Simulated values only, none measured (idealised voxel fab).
process module | voxel released beams
cross-section cut | 180 nm wide | cells 5 nm
A cross-section is a grid of square cells, given in bands from the top down. A band is one or more rows of cells.
Each band's line starts with the height of the band's top and of its bottom, in nm. Then come its materials from left to right, each with its width in nm. One material with "throughout" fills the band from edge to edge. "air" is empty space.
Height 0 is the level under which the wafer as received is all one material. The lowest band goes on downwards, as in "0 down".
A width such as "30 to 40" changes by the same amount from each row of cells to the next, from the band's top row to its bottom row.
"no change" after a step means that no cell of the cross-section changed.
closed voids: empty space of 8 cells or more with no open way to the top, each as width x height at its distance from the left edge, in nm
after a step's settings: what the simulator itself notes on the step
overlay nm, on a step with a mask: how far to the right of its planned place the mask lay; to the left if negative
plan
1 op RECEIVE | material Si
2 op CONFORMAL_DEP | material SiN | thk nm 5
3 op DIRECTIONAL_DEP | material SiO2 | thk nm 10
4 op DIRECTIONAL_DEP | material aC | thk nm 15
5 op PATTERN | tone open | mask id ANCHOR | material resist | width nm 40 | thk nm 35 | overlay nm 0
6 op DIRECTIONAL_ETCH | etch materials aC | depth nm 15
7 op STRIP | etch materials resist
8 op DIRECTIONAL_ETCH | etch materials SiO2 | depth nm 10
9 op STRIP | etch materials aC
10 op CONFORMAL_DEP | material W | thk nm 15
11 op DIRECTIONAL_DEP | material aC | thk nm 10
12 op PATTERN | tone cover | mask id BEAM | material resist | width nm 100 | thk nm 25 | overlay nm 0
13 op DIRECTIONAL_ETCH | etch materials aC | depth nm 10
14 op STRIP | etch materials resist
15 op DIRECTIONAL_ETCH | etch materials W | depth nm 15
16 op STRIP | etch materials aC
17 op STRIP | etch materials SiO2
as received, after step 1
  0 down: Si throughout
  closed voids: none
a wafer at the end: this start, this plan, one mistake
  30 to 15: air 35 | W 100 | air 45
  15 to 10: SiN throughout
  10 to 0: SiO2 throughout
  0 down: Si throughout
  closed voids: none
what went wrong: steps 2 and 3 were swapped
